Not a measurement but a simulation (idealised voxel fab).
Process module under the name voxel wiring stack
Xsec cut, 195 nm wide, square cell size 5 nm.
Cross-section spec: square-cell grid; bands listed top down; each band is one or more rows.
Band: top and bottom heights (nm) first, top before bottom; then materials from left to right, widths in nm. "full width" marks a sole material filling the band edge to edge. "empty" denotes empty space.
Heads up on the height convention: 0 is the point under which the incoming wafer is all one material, and the lowest band has no bottom, it just keeps going down, like "top 0, no bottom".
With a width like "30->40", each row of cells in the band differs from the next by the same amount, the top row carrying the first number and the bottom row the second.
It should be understood that the words "remained unchanged", when stated for a given step, signify that the cross-section underwent no change in any of its cells during that step.
"Closed cavities" lists enclosed empty spaces (at least 8 cells, no open path upward to the top), each as width x height at distance from the left edge, in nm.
Note: text after step settings on the step line = simulator remark on that step.
overlay nm: where the mask lay relative to plan, measured to the right, on steps with a mask; negatives go left.
Each pair below shows a cross-section before one step and the cross-section after it, down to the lowest band that changed. The line under each pair gives the step between them, with its settings. The pairs can come from different runs of this module on the same starting wafer, so a pair continues from the pair above only where its "before" says so.

# before
  top 75, bottom 60: resist 15 / empty 15 / resist 75 / empty 15 / resist 75
  top 60, bottom 40: SiO2 15 / empty 15 / SiO2 75 / empty 15 / SiO2 75
  top 40, bottom 35: SiCN 15 / empty 15 / SiCN 75 / empty 15 / SiCN 75
  top 35, bottom 25: SiO2 10 / SiCN 5 / Ru 30 / SiCN 5 / SiO2 5 / SiCN 5 / Ru 30 / SiCN 5 / SiO2 5 / SiCN 5 / Ru 30 / SiCN 5 / SiO2 5 / SiCN 5 / Ru 30 / SiCN 5 / SiO2 10
  top 25, bottom 20: SiCN 15 / Ru 30 / SiCN 15 / Ru 30 / SiCN 15 / Ru 30 / SiCN 15 / Ru 30 / SiCN 15
  top 20, bottom 5: SiO2 full width
  top 5, bottom 0: TiN full width
  top 0, no bottom: Si full width
  Closed cavities: none

# Post-Step Snapshot
  top 60, bottom 40: SiO2 15 / empty 15 / SiO2 75 / empty 15 / SiO2 75
  Everything under 40 stays put, no change at all.
  Closed cavities: none
What was done to get from the upper cross-section to the lower one? STRIP [etch materials resist]

before: The structure entering this step is exactly what the pair just above shows after its step.

# Post-Step Snapshot
  top 60, bottom 45: SiO2 15 / empty 15 / SiO2 75 / empty 15 / SiO2 75
  top 45, bottom 40: SiO2 15 / Ru 15 / SiO2 75 / Ru 15 / SiO2 75
  top 40, bottom 35: SiCN 15 / Ru 15 / SiCN 75 / Ru 15 / SiCN 75
  Everything under 35 stays put, no change at all.
  Closed cavities: none
What was done to get from the upper cross-section to the lower one? EPI [material Ru] [thk nm 10]

before: The structure entering this step is exactly what the pair just above shows after its step.

# Post-Step Snapshot
  top 60, bottom 55: SiO2 15 / empty 15 / SiO2 75 / empty 15 / SiO2 75
  top 55, bottom 40: SiO2 15 / Ru 15 / SiO2 75 / Ru 15 / SiO2 75
  Everything under 40 stays put, no change at all.
  Closed cavities: none
What was done to get from the upper cross-section to the lower one? EPI [material Ru] [thk nm 10]

before: The structure entering this step is exactly what the pair just above shows after its step.

# Post-Step Snapshot
  top 60, bottom 40: SiO2 15 / Ru 15 / SiO2 75 / Ru 15 / SiO2 75
  Everything under 40 stays put, no change at all.
  Closed cavities: none
What was done to get from the upper cross-section to the lower one? EPI [material Ru] [thk nm 5]

before: The structure entering this step is exactly what the pair just above shows after its step.

# Post-Step Snapshot
  top 65, bottom 60: TiN full width
  Everything under 60 stays put, no change at all.
  Closed cavities: none
What was done to get from the upper cross-section to the lower one? DIRECTIONAL_DEP [material TiN] [thk nm 5]

before: The structure entering this step is exactly what the pair just above shows after its step.

# Post-Step Snapshot
  top 85, bottom 65: Ru full width
  Everything under 65 stays put, no change at all.
  Closed cavities: none
What was done to get from the upper cross-section to the lower one? DIRECTIONAL_DEP [material Ru] [thk nm 20]

before: The structure entering this step is exactly what the pair just above shows after its step.

# Post-Step Snapshot
  top 85, bottom 65: empty 15 / Ru 30 / empty 15 / Ru 30 / empty 15 / Ru 30 / empty 15 / Ru 30 / empty 15
  Everything under 65 stays put, no change at all.
  Closed cavities: none
What was done to get from the upper cross-section to the lower one? MASKED_ETCH [tone cover] [mask id METAL_2] [width nm 30] [pitch nm 45] [etch materials Ru] [depth nm 20] [overlay nm 0]

before: The structure entering this step is exactly what the pair just above shows after its step.

# Post-Step Snapshot
  top 85, bottom 65: empty 15 / Ru 30 / empty 15 / Ru 30 / empty 15 / Ru 30 / empty 15 / Ru 30 / empty 15
  top 65, bottom 60: empty 15 / TiN 30 / empty 15 / TiN 30 / empty 15 / TiN 30 / empty 15 / TiN 30 / empty 15
  Everything under 60 stays put, no change at all.
  Closed cavities: none
What was done to get from the upper cross-section to the lower one? MASKED_ETCH [tone cover] [mask id METAL_2] [width nm 30] [pitch nm 45] [etch materials TiN] [depth nm 5] [overlay nm 0]

before: The structure entering this step is exactly what the pair just above shows after its step.

# Post-Step Snapshot
  top 95, bottom 85: SiO2 full width
  top 85, bottom 65: SiO2 15 / Ru 30 / SiO2 15 / Ru 30 / SiO2 15 / Ru 30 / SiO2 15 / Ru 30 / SiO2 15
  top 65, bottom 60: SiO2 15 / TiN 30 / SiO2 15 / TiN 30 / SiO2 15 / TiN 30 / SiO2 15 / TiN 30 / SiO2 15
  Everything under 60 stays put, no change at all.
  Closed cavities: none
What was done to get from the upper cross-section to the lower one? FILL_DEP [material SiO2] [thk nm 10]

before: The structure entering this step is exactly what the pair just above shows after its step.

# Post-Step Snapshot
  top 85, bottom 65: SiO2 15 / Ru 30 / SiO2 15 / Ru 30 / SiO2 15 / Ru 30 / SiO2 15 / Ru 30 / SiO2 15
  Everything under 65 stays put, no change at all.
  Closed cavities: none
What was done to get from the upper cross-section to the lower one? CMP [height nm 85]

before: The structure entering this step is exactly what the pair just above shows after its step.

# Post-Step Snapshot
  top 90, bottom 85: SiN full width
  Everything under 85 stays put, no change at all.
  Closed cavities: none
What was done to get from the upper cross-section to the lower one? CONFORMAL_DEP [material SiN] [thk nm 5]

# before
  top 15, bottom 0: SiO2 full width
  top 0, no bottom: Si full width
  Closed cavities: none

# Post-Step Snapshot
  top 30, bottom 15: TiN full width
  Everything under 15 stays put, no change at all.
  Closed cavities: none
What was done to get from the upper cross-section to the lower one? DIRECTIONAL_DEP [material TiN] [thk nm 15]

before: The structure entering this step is exactly what the pair just above shows after its step.

# Post-Step Snapshot
  top 45, bottom 30: Ru full width
  Everything under 30 stays put, no change at all.
  Closed cavities: none
What was done to get from the upper cross-section to the lower one? DIRECTIONAL_DEP [material Ru] [thk nm 15]

before: The structure entering this step is exactly what the pair just above shows after its step.

# Post-Step Snapshot
  top 65, bottom 45: empty 15 / resist 30 / empty 15 / resist 30 / empty 15 / resist 30 / empty 15 / resist 30 / empty 15
  Everything under 45 stays put, no change at all.
  Closed cavities: none
What was done to get from the upper cross-section to the lower one? PATTERN [tone cover] [mask id METAL_1] [material resist] [width nm 30] [pitch nm 45] [thk nm 20] [overlay nm 0]

before: The structure entering this step is exactly what the pair just above shows after its step.

# Post-Step Snapshot
  top 65, bottom 45: empty 15 / resist 30 / empty 15 / resist 30 / empty 15 / resist 30 / empty 15 / resist 30 / empty 15
  top 45, bottom 30: empty 15 / Ru 30 / empty 15 / Ru 30 / empty 15 / Ru 30 / empty 15 / Ru 30 / empty 15
  Everything under 30 stays put, no change at all.
  Closed cavities: none
What was done to get from the upper cross-section to the lower one? DIRECTIONAL_ETCH [etch materials Ru] [depth nm 15]

before: The structure entering this step is exactly what the pair just above shows after its step.

# Post-Step Snapshot
  top 65, bottom 45: empty 15 / resist 30 / empty 15 / resist 30 / empty 15 / resist 30 / empty 15 / resist 30 / empty 15
  top 45, bottom 30: empty 15 / Ru 30 / empty 15 / Ru 30 / empty 15 / Ru 30 / empty 15 / Ru 30 / empty 15
  top 30, bottom 25: empty 15 / TiN 30 / empty 15 / TiN 30 / empty 15 / TiN 30 / empty 15 / TiN 30 / empty 15
  Everything under 25 stays put, no change at all.
  Closed cavities: none
What was done to get from the upper cross-section to the lower one? DIRECTIONAL_ETCH [etch materials TiN] [depth nm 5]

before: The structure entering this step is exactly what the pair just above shows after its step.

# Post-Step Snapshot
  top 45, bottom 30: empty 15 / Ru 30 / empty 15 / Ru 30 / empty 15 / Ru 30 / empty 15 / Ru 30 / empty 15
  Everything under 30 stays put, no change at all.
  Closed cavities: none
What was done to get from the upper cross-section to the lower one? STRIP [etch materials resist]

before: The structure entering this step is exactly what the pair just above shows after its step.

# Post-Step Snapshot
  top 50, bottom 45: empty 10 / SiCN 40 / empty 5 / SiCN 40 / empty 5 / SiCN 40 / empty 5 / SiCN 40 / empty 10
  top 45, bottom 30: empty 10 / SiCN 5 / Ru 30 / SiCN 5 / empty 5 / SiCN 5 / Ru 30 / SiCN 5 / empty 5 / SiCN 5 / Ru 30 / SiCN 5 / empty 5 / SiCN 5 / Ru 30 / SiCN 5 / empty 10
  top 30, bottom 25: SiCN 15 / TiN 30 / SiCN 15 / TiN 30 / SiCN 15 / TiN 30 / SiCN 15 / TiN 30 / SiCN 15
  Everything under 25 stays put, no change at all.
  Closed cavities: none
What was done to get from the upper cross-section to the lower one? CONFORMAL_DEP [material SiCN] [thk nm 5]

before: The structure entering this step is exactly what the pair just above shows after its step.

# Post-Step Snapshot
  top 55, bottom 50: SiO2 full width
  top 50, bottom 45: SiO2 10 / SiCN 40 / SiO2 5 / SiCN 40 / SiO2 5 / SiCN 40 / SiO2 5 / SiCN 40 / SiO2 10
  top 45, bottom 30: SiO2 10 / SiCN 5 / Ru 30 / SiCN 5 / SiO2 5 / SiCN 5 / Ru 30 / SiCN 5 / SiO2 5 / SiCN 5 / Ru 30 / SiCN 5 / SiO2 5 / SiCN 5 / Ru 30 / SiCN 5 / SiO2 10
  Everything under 30 stays put, no change at all.
  Closed cavities: none
What was done to get from the upper cross-section to the lower one? FILL_DEP [material SiO2] [thk nm 5]

before: The structure entering this step is exactly what the pair just above shows after its step.

# Post-Step Snapshot
  top 35, bottom 30: SiO2 10 / SiCN 5 / Ru 30 / SiCN 5 / SiO2 5 / SiCN 5 / Ru 30 / SiCN 5 / SiO2 5 / SiCN 5 / Ru 30 / SiCN 5 / SiO2 5 / SiCN 5 / Ru 30 / SiCN 5 / SiO2 10
  Everything under 30 stays put, no change at all.
  Closed cavities: none
What was done to get from the upper cross-section to the lower one? CMP [height nm 35]

before: The structure entering this step is exactly what the pair just above shows after its step.

# Post-Step Snapshot
  top 40, bottom 35: SiCN full width
  Everything under 35 stays put, no change at all.
  Closed cavities: none
What was done to get from the upper cross-section to the lower one? CONFORMAL_DEP [material SiCN] [thk nm 5]

before: The structure entering this step is exactly what the pair just above shows after its step.

# Post-Step Snapshot
  top 60, bottom 40: SiO2 full width
  Everything under 40 stays put, no change at all.
  Closed cavities: none
What was done to get from the upper cross-section to the lower one? DIRECTIONAL_DEP [material SiO2] [thk nm 20]

before: The structure entering this step is exactly what the pair just above shows after its step.

# Post-Step Snapshot
  top 75, bottom 60: resist 15 / empty 15 / resist 75 / empty 15 / resist 75
  Everything under 60 stays put, no change at all.
  Closed cavities: none
What was done to get from the upper cross-section to the lower one? PATTERN [tone open] [mask id PLUG_1] [material resist] [width nm 15] [pitch nm 90] [thk nm 15] [overlay nm 0]

before: The structure entering this step is exactly what the pair just above shows after its step.

# Post-Step Snapshot
  top 75, bottom 60: resist 15 / empty 15 / resist 75 / empty 15 / resist 75
  top 60, bottom 40: SiO2 15 / empty 15 / SiO2 75 / empty 15 / SiO2 75
  Everything under 40 stays put, no change at all.
  Closed cavities: none
What was done to get from the upper cross-section to the lower one? DIRECTIONAL_ETCH [etch materials SiO2] [depth nm 20]

before: The structure entering this step is exactly what the pair just above shows after its step.

# Post-Step Snapshot
  top 75, bottom 60: resist 15 / empty 15 / resist 75 / empty 15 / resist 75
  top 60, bottom 40: SiO2 15 / empty 15 / SiO2 75 / empty 15 / SiO2 75
  top 40, bottom 35: SiCN 15 / empty 15 / SiCN 75 / empty 15 / SiCN 75
  Everything under 35 stays put, no change at all.
  Closed cavities: none
What was done to get from the upper cross-section to the lower one? DIRECTIONAL_ETCH [etch materials SiCN] [depth nm 5]

before: The structure entering this step is exactly what the pair just above shows after its step.

# Post-Step Snapshot
  top 60, bottom 40: SiO2 15 / empty 15 / SiO2 75 / empty 15 / SiO2 75
  Everything under 40 stays put, no change at all.
  Closed cavities: none
What was done to get from the upper cross-section to the lower one? STRIP [etch materials resist]

before: The structure entering this step is exactly what the pair just above shows after its step.

# Post-Step Snapshot
  top 60, bottom 45: SiO2 15 / empty 15 / SiO2 75 / empty 15 / SiO2 75
  top 45, bottom 40: SiO2 15 / Ru 15 / SiO2 75 / Ru 15 / SiO2 75
  top 40, bottom 35: SiCN 15 / Ru 15 / SiCN 75 / Ru 15 / SiCN 75
  Everything under 35 stays put, no change at all.
  Closed cavities: none
What was done to get from the upper cross-section to the lower one? EPI [material Ru] [thk nm 10]

before: The structure entering this step is exactly what the pair just above shows after its step.

# Post-Step Snapshot
  top 60, bottom 55: SiO2 15 / empty 15 / SiO2 75 / empty 15 / SiO2 75
  top 55, bottom 40: SiO2 15 / Ru 15 / SiO2 75 / Ru 15 / SiO2 75
  Everything under 40 stays put, no change at all.
  Closed cavities: none
What was done to get from the upper cross-section to the lower one? EPI [material Ru] [thk nm 10]

before: The structure entering this step is exactly what the pair just above shows after its step.

# Post-Step Snapshot
  top 60, bottom 40: SiO2 15 / Ru 15 / SiO2 75 / Ru 15 / SiO2 75
  Everything under 40 stays put, no change at all.
  Closed cavities: none
What was done to get from the upper cross-section to the lower one? EPI [material Ru] [thk nm 5]

before: The structure entering this step is exactly what the pair just above shows after its step.

# Post-Step Snapshot
  top 65, bottom 60: TiN full width
  Everything under 60 stays put, no change at all.
  Closed cavities: none
What was done to get from the upper cross-section to the lower one? DIRECTIONAL_DEP [material TiN] [thk nm 5]

before: The structure entering this step is exactly what the pair just above shows after its step.

# Post-Step Snapshot
  top 85, bottom 65: Ru full width
  Everything under 65 stays put, no change at all.
  Closed cavities: none
What was done to get from the upper cross-section to the lower one? DIRECTIONAL_DEP [material Ru] [thk nm 20]

before: The structure entering this step is exactly what the pair just above shows after its step.

# Post-Step Snapshot
  top 85, bottom 65: empty 15 / Ru 30 / empty 15 / Ru 30 / empty 15 / Ru 30 / empty 15 / Ru 30 / empty 15
  Everything under 65 stays put, no change at all.
  Closed cavities: none
What was done to get from the upper cross-section to the lower one? MASKED_ETCH [tone cover] [mask id METAL_2] [width nm 30] [pitch nm 45] [etch materials Ru] [depth nm 20] [overlay nm 0]

before: The structure entering this step is exactly what the pair just above shows after its step.

# Post-Step Snapshot
  top 85, bottom 65: empty 15 / Ru 30 / empty 15 / Ru 30 / empty 15 / Ru 30 / empty 15 / Ru 30 / empty 15
  top 65, bottom 60: empty 15 / TiN 30 / empty 15 / TiN 30 / empty 15 / TiN 30 / empty 15 / TiN 30 / empty 15
  Everything under 60 stays put, no change at all.
  Closed cavities: none
What was done to get from the upper cross-section to the lower one? MASKED_ETCH [tone cover] [mask id METAL_2] [width nm 30] [pitch nm 45] [etch materials TiN] [depth nm 5] [overlay nm 0]

before: The structure entering this step is exactly what the pair just above shows after its step.

# Post-Step Snapshot
  top 95, bottom 85: SiO2 full width
  top 85, bottom 65: SiO2 15 / Ru 30 / SiO2 15 / Ru 30 / SiO2 15 / Ru 30 / SiO2 15 / Ru 30 / SiO2 15
  top 65, bottom 60: SiO2 15 / TiN 30 / SiO2 15 / TiN 30 / SiO2 15 / TiN 30 / SiO2 15 / TiN 30 / SiO2 15
  Everything under 60 stays put, no change at all.
  Closed cavities: none
What was done to get from the upper cross-section to the lower one? FILL_DEP [material SiO2] [thk nm 10]

before: The structure entering this step is exactly what the pair just above shows after its step.

# Post-Step Snapshot
  top 85, bottom 65: SiO2 15 / Ru 30 / SiO2 15 / Ru 30 / SiO2 15 / Ru 30 / SiO2 15 / Ru 30 / SiO2 15
  Everything under 65 stays put, no change at all.
  Closed cavities: none
What was done to get from the upper cross-section to the lower one? CMP [height nm 85]

before: The structure entering this step is exactly what the pair just above shows after its step.

# Post-Step Snapshot
  top 90, bottom 85: SiN full width
  Everything under 85 stays put, no change at all.
  Closed cavities: none
What was done to get from the upper cross-section to the lower one? CONFORMAL_DEP [material SiN] [thk nm 5]

# before
  top 85, bottom 65: Ru full width
  top 65, bottom 60: TiN full width
  top 60, bottom 40: SiO2 15 / Ru 15 / SiO2 75 / Ru 15 / SiO2 75
  top 40, bottom 35: SiCN 15 / Ru 15 / SiCN 75 / Ru 15 / SiCN 75
  top 35, bottom 20: SiO2 10 / SiCN 5 / Ru 30 / SiCN 5 / SiO2 5 / SiCN 5 / Ru 30 / SiCN 5 / SiO2 5 / SiCN 5 / Ru 30 / SiCN 5 / SiO2 5 / SiCN 5 / Ru 30 / SiCN 5 / SiO2 10
  top 20, bottom 15: SiCN 15 / TiN 30 / SiCN 15 / TiN 30 / SiCN 15 / TiN 30 / SiCN 15 / TiN 30 / SiCN 15
  top 15, bottom 0: SiO2 full width
  top 0, no bottom: Si full width
  Closed cavities: none

# Post-Step Snapshot
  top 85, bottom 65: empty 20 / Ru 20 / empty 25 / Ru 20 / empty 25 / Ru 20 / empty 25 / Ru 20 / empty 20
  Everything under 65 stays put, no change at all.
  Closed cavities: none
What was done to get from the upper cross-section to the lower one? MASKED_ETCH [tone cover] [mask id METAL_2] [width nm 20] [pitch nm 45] [etch materials Ru] [depth nm 20] [overlay nm 0]

before: The structure entering this step is exactly what the pair just above shows after its step.

# Post-Step Snapshot
  top 85, bottom 65: empty 20 / Ru 20 / empty 25 / Ru 20 / empty 25 / Ru 20 / empty 25 / Ru 20 / empty 20
  top 65, bottom 60: empty 15 / TiN 30 / empty 15 / TiN 30 / empty 15 / TiN 30 / empty 15 / TiN 30 / empty 15
  Everything under 60 stays put, no change at all.
  Closed cavities: none
What was done to get from the upper cross-section to the lower one? MASKED_ETCH [tone cover] [mask id METAL_2] [width nm 30] [pitch nm 45] [etch materials TiN] [depth nm 5] [overlay nm 0]

before: The structure entering this step is exactly what the pair just above shows after its step.

# Post-Step Snapshot
  top 95, bottom 85: SiO2 full width
  top 85, bottom 65: SiO2 20 / Ru 20 / SiO2 25 / Ru 20 / SiO2 25 / Ru 20 / SiO2 25 / Ru 20 / SiO2 20
  top 65, bottom 60: SiO2 15 / TiN 30 / SiO2 15 / TiN 30 / SiO2 15 / TiN 30 / SiO2 15 / TiN 30 / SiO2 15
  Everything under 60 stays put, no change at all.
  Closed cavities: none
What was done to get from the upper cross-section to the lower one? FILL_DEP [material SiO2] [thk nm 10]

before: The structure entering this step is exactly what the pair just above shows after its step.

# Post-Step Snapshot
  top 85, bottom 65: SiO2 20 / Ru 20 / SiO2 25 / Ru 20 / SiO2 25 / Ru 20 / SiO2 25 / Ru 20 / SiO2 20
  Everything under 65 stays put, no change at all.
  Closed cavities: none
What was done to get from the upper cross-section to the lower one? CMP [height nm 85]

before: The structure entering this step is exactly what the pair just above shows after its step.

# Post-Step Snapshot
  top 90, bottom 85: SiN full width
  Everything under 85 stays put, no change at all.
  Closed cavities: none
What was done to get from the upper cross-section to the lower one? CONFORMAL_DEP [material SiN] [thk nm 5]

# before
  top 60, bottom 40: SiO2 full width
  top 40, bottom 35: SiCN full width
  top 35, bottom 20: SiO2 10 / SiCN 5 / Ru 30 / SiCN 5 / SiO2 5 / SiCN 5 / Ru 30 / SiCN 5 / SiO2 5 / SiCN 5 / Ru 30 / SiCN 5 / SiO2 5 / SiCN 5 / Ru 30 / SiCN 5 / SiO2 10
  top 20, bottom 15: SiCN 15 / TiN 30 / SiCN 15 / TiN 30 / SiCN 15 / TiN 30 / SiCN 15 / TiN 30 / SiCN 15
  top 15, bottom 0: SiO2 full width
  top 0, no bottom: Si full width
  Closed cavities: none

# Post-Step Snapshot
  top 75, bottom 60: resist 20 / empty 15 / resist 75 / empty 15 / resist 70
  Everything under 60 stays put, no change at all.
  Closed cavities: none
What was done to get from the upper cross-section to the lower one? PATTERN [tone open] [mask id PLUG_1] [material resist] [width nm 15] [pitch nm 90] [thk nm 15] [overlay nm 5]

before: The structure entering this step is exactly what the pair just above shows after its step.

# Post-Step Snapshot
  top 75, bottom 60: resist 20 / empty 15 / resist 75 / empty 15 / resist 70
  top 60, bottom 40: SiO2 20 / empty 15 / SiO2 75 / empty 15 / SiO2 70
  Everything under 40 stays put, no change at all.
  Closed cavities: none
What was done to get from the upper cross-section to the lower one? DIRECTIONAL_ETCH [etch materials SiO2] [depth nm 20]

before: The structure entering this step is exactly what the pair just above shows after its step.

# Post-Step Snapshot
  top 75, bottom 60: resist 20 / empty 15 / resist 75 / empty 15 / resist 70
  top 60, bottom 40: SiO2 20 / empty 15 / SiO2 75 / empty 15 / SiO2 70
  top 40, bottom 35: SiCN 20 / empty 15 / SiCN 75 / empty 15 / SiCN 70
  Everything under 35 stays put, no change at all.
  Closed cavities: none
What was done to get from the upper cross-section to the lower one? DIRECTIONAL_ETCH [etch materials SiCN] [depth nm 5]

before: The structure entering this step is exactly what the pair just above shows after its step.

# Post-Step Snapshot
  top 60, bottom 40: SiO2 20 / empty 15 / SiO2 75 / empty 15 / SiO2 70
  Everything under 40 stays put, no change at all.
  Closed cavities: none
What was done to get from the upper cross-section to the lower one? STRIP [etch materials resist]

before: The structure entering this step is exactly what the pair just above shows after its step.

# Post-Step Snapshot
  top 60, bottom 45: SiO2 20 / empty 15 / SiO2 75 / empty 15 / SiO2 70
  top 45, bottom 40: SiO2 20 / Ru 15 / SiO2 75 / Ru 15 / SiO2 70
  top 40, bottom 35: SiCN 20 / Ru 15 / SiCN 75 / Ru 15 / SiCN 70
  Everything under 35 stays put, no change at all.
  Closed cavities: none
What was done to get from the upper cross-section to the lower one? EPI [material Ru] [thk nm 10]

before: The structure entering this step is exactly what the pair just above shows after its step.

# Post-Step Snapshot
  top 60, bottom 55: SiO2 20 / empty 15 / SiO2 75 / empty 15 / SiO2 70
  top 55, bottom 40: SiO2 20 / Ru 15 / SiO2 75 / Ru 15 / SiO2 70
  Everything under 40 stays put, no change at all.
  Closed cavities: none
What was done to get from the upper cross-section to the lower one? EPI [material Ru] [thk nm 10]

before: The structure entering this step is exactly what the pair just above shows after its step.

# Post-Step Snapshot
  top 60, bottom 40: SiO2 20 / Ru 15 / SiO2 75 / Ru 15 / SiO2 70
  Everything under 40 stays put, no change at all.
  Closed cavities: none
What was done to get from the upper cross-section to the lower one? EPI [material Ru] [thk nm 5]

before: The structure entering this step is exactly what the pair just above shows after its step.

# Post-Step Snapshot
  top 65, bottom 60: TiN full width
  Everything under 60 stays put, no change at all.
  Closed cavities: none
What was done to get from the upper cross-section to the lower one? DIRECTIONAL_DEP [material TiN] [thk nm 5]

before: The structure entering this step is exactly what the pair just above shows after its step.

# Post-Step Snapshot
  top 85, bottom 65: Ru full width
  Everything under 65 stays put, no change at all.
  Closed cavities: none
What was done to get from the upper cross-section to the lower one? DIRECTIONAL_DEP [material Ru] [thk nm 20]

before: The structure entering this step is exactly what the pair just above shows after its step.

# Post-Step Snapshot
  top 85, bottom 65: empty 15 / Ru 30 / empty 15 / Ru 30 / empty 15 / Ru 30 / empty 15 / Ru 30 / empty 15
  Everything under 65 stays put, no change at all.
  Closed cavities: none
What was done to get from the upper cross-section to the lower one? MASKED_ETCH [tone cover] [mask id METAL_2] [width nm 30] [pitch nm 45] [etch materials Ru] [depth nm 20] [overlay nm 0]

before: The structure entering this step is exactly what the pair just above shows after its step.

# Post-Step Snapshot
  top 85, bottom 65: empty 15 / Ru 30 / empty 15 / Ru 30 / empty 15 / Ru 30 / empty 15 / Ru 30 / empty 15
  top 65, bottom 60: empty 15 / TiN 30 / empty 15 / TiN 30 / empty 15 / TiN 30 / empty 15 / TiN 30 / empty 15
  Everything under 60 stays put, no change at all.
  Closed cavities: none
What was done to get from the upper cross-section to the lower one? MASKED_ETCH [tone cover] [mask id METAL_2] [width nm 30] [pitch nm 45] [etch materials TiN] [depth nm 5] [overlay nm 0]

before: The structure entering this step is exactly what the pair just above shows after its step.

# Post-Step Snapshot
  top 95, bottom 85: SiO2 full width
  top 85, bottom 65: SiO2 15 / Ru 30 / SiO2 15 / Ru 30 / SiO2 15 / Ru 30 / SiO2 15 / Ru 30 / SiO2 15
  top 65, bottom 60: SiO2 15 / TiN 30 / SiO2 15 / TiN 30 / SiO2 15 / TiN 30 / SiO2 15 / TiN 30 / SiO2 15
  Everything under 60 stays put, no change at all.
  Closed cavities: none
What was done to get from the upper cross-section to the lower one? FILL_DEP [material SiO2] [thk nm 10]

before: The structure entering this step is exactly what the pair just above shows after its step.

# Post-Step Snapshot
  top 85, bottom 65: SiO2 15 / Ru 30 / SiO2 15 / Ru 30 / SiO2 15 / Ru 30 / SiO2 15 / Ru 30 / SiO2 15
  Everything under 65 stays put, no change at all.
  Closed cavities: none
What was done to get from the upper cross-section to the lower one? CMP [height nm 85]

before: The structure entering this step is exactly what the pair just above shows after its step.

# Post-Step Snapshot
  top 90, bottom 85: SiN full width
  Everything under 85 stays put, no change at all.
  Closed cavities: none
What was done to get from the upper cross-section to the lower one? CONFORMAL_DEP [material SiN] [thk nm 5]

# before
  top 65, bottom 60: TiN full width
  top 60, bottom 40: SiO2 15 / Ru 15 / SiO2 75 / Ru 15 / SiO2 75
  top 40, bottom 35: SiCN 15 / Ru 15 / SiCN 75 / Ru 15 / SiCN 75
  top 35, bottom 20: SiO2 10 / SiCN 5 / Ru 30 / SiCN 5 / SiO2 5 / SiCN 5 / Ru 30 / SiCN 5 / SiO2 5 / SiCN 5 / Ru 30 / SiCN 5 / SiO2 5 / SiCN 5 / Ru 30 / SiCN 5 / SiO2 10
  top 20, bottom 15: SiCN 15 / TiN 30 / SiCN 15 / TiN 30 / SiCN 15 / TiN 30 / SiCN 15 / TiN 30 / SiCN 15
  top 15, bottom 0: SiO2 full width
  top 0, no bottom: Si full width
  Closed cavities: none

# Post-Step Snapshot
  top 85, bottom 65: SiO2 full width
  Everything under 65 stays put, no change at all.
  Closed cavities: none
What was done to get from the upper cross-section to the lower one? DIRECTIONAL_DEP [material SiO2] [thk nm 20]

before: The structure entering this step is exactly what the pair just above shows after its step.

# Post-Step Snapshot
  top 95, bottom 65: SiO2 full width
  Everything under 65 stays put, no change at all.
  Closed cavities: none
What was done to get from the upper cross-section to the lower one? FILL_DEP [material SiO2] [thk nm 10]

before: The structure entering this step is exactly what the pair just above shows after its step.

# Post-Step Snapshot
  top 85, bottom 65: SiO2 full width
  Everything under 65 stays put, no change at all.
  Closed cavities: none
What was done to get from the upper cross-section to the lower one? CMP [height nm 85]

before: The structure entering this step is exactly what the pair just above shows after its step.

# Post-Step Snapshot
  top 90, bottom 85: SiN full width
  Everything under 85 stays put, no change at all.
  Closed cavities: none
What was done to get from the upper cross-section to the lower one? CONFORMAL_DEP [material SiN] [thk nm 5]

# before
  top 85, bottom 65: Ru full width
  top 65, bottom 60: TiN full width
  top 60, bottom 40: SiO2 15 / Ru 15 / SiO2 75 / Ru 15 / SiO2 75
  top 40, bottom 35: SiCN 15 / Ru 15 / SiCN 75 / Ru 15 / SiCN 75
  top 35, bottom 20: SiO2 10 / SiCN 5 / Ru 30 / SiCN 5 / SiO2 5 / SiCN 5 / Ru 30 / SiCN 5 / SiO2 5 / SiCN 5 / Ru 30 / SiCN 5 / SiO2 5 / SiCN 5 / Ru 30 / SiCN 5 / SiO2 10
  top 20, bottom 15: SiCN 15 / TiN 30 / SiCN 15 / TiN 30 / SiCN 15 / TiN 30 / SiCN 15 / TiN 30 / SiCN 15
  top 15, bottom 0: SiO2 full width
  top 0, no bottom: Si full width
  Closed cavities: none

# Post-Step Snapshot
  top 85, bottom 65: Ru 15 / empty 30 / Ru 15 / empty 30 / Ru 15 / empty 30 / Ru 15 / empty 30 / Ru 15
  Everything under 65 stays put, no change at all.
  Closed cavities: none
What was done to get from the upper cross-section to the lower one? MASKED_ETCH [tone open] [mask id METAL_2] [width nm 30] [pitch nm 45] [etch materials Ru] [depth nm 20] [overlay nm 0]

before: The structure entering this step is exactly what the pair just above shows after its step.

# Post-Step Snapshot
  top 95, bottom 85: SiO2 full width
  top 85, bottom 65: Ru 15 / SiO2 30 / Ru 15 / SiO2 30 / Ru 15 / SiO2 30 / Ru 15 / SiO2 30 / Ru 15
  Everything under 65 stays put, no change at all.
  Closed cavities: none
What was done to get from the upper cross-section to the lower one? FILL_DEP [material SiO2] [thk nm 10]

before: The structure entering this step is exactly what the pair just above shows after its step.

# Post-Step Snapshot
  top 85, bottom 65: Ru 15 / SiO2 30 / Ru 15 / SiO2 30 / Ru 15 / SiO2 30 / Ru 15 / SiO2 30 / Ru 15
  Everything under 65 stays put, no change at all.
  Closed cavities: none
What was done to get from the upper cross-section to the lower one? CMP [height nm 85]

before: The structure entering this step is exactly what the pair just above shows after its step.

# Post-Step Snapshot
  top 90, bottom 85: SiN full width
  Everything under 85 stays put, no change at all.
  Closed cavities: none
What was done to get from the upper cross-section to the lower one? CONFORMAL_DEP [material SiN] [thk nm 5]
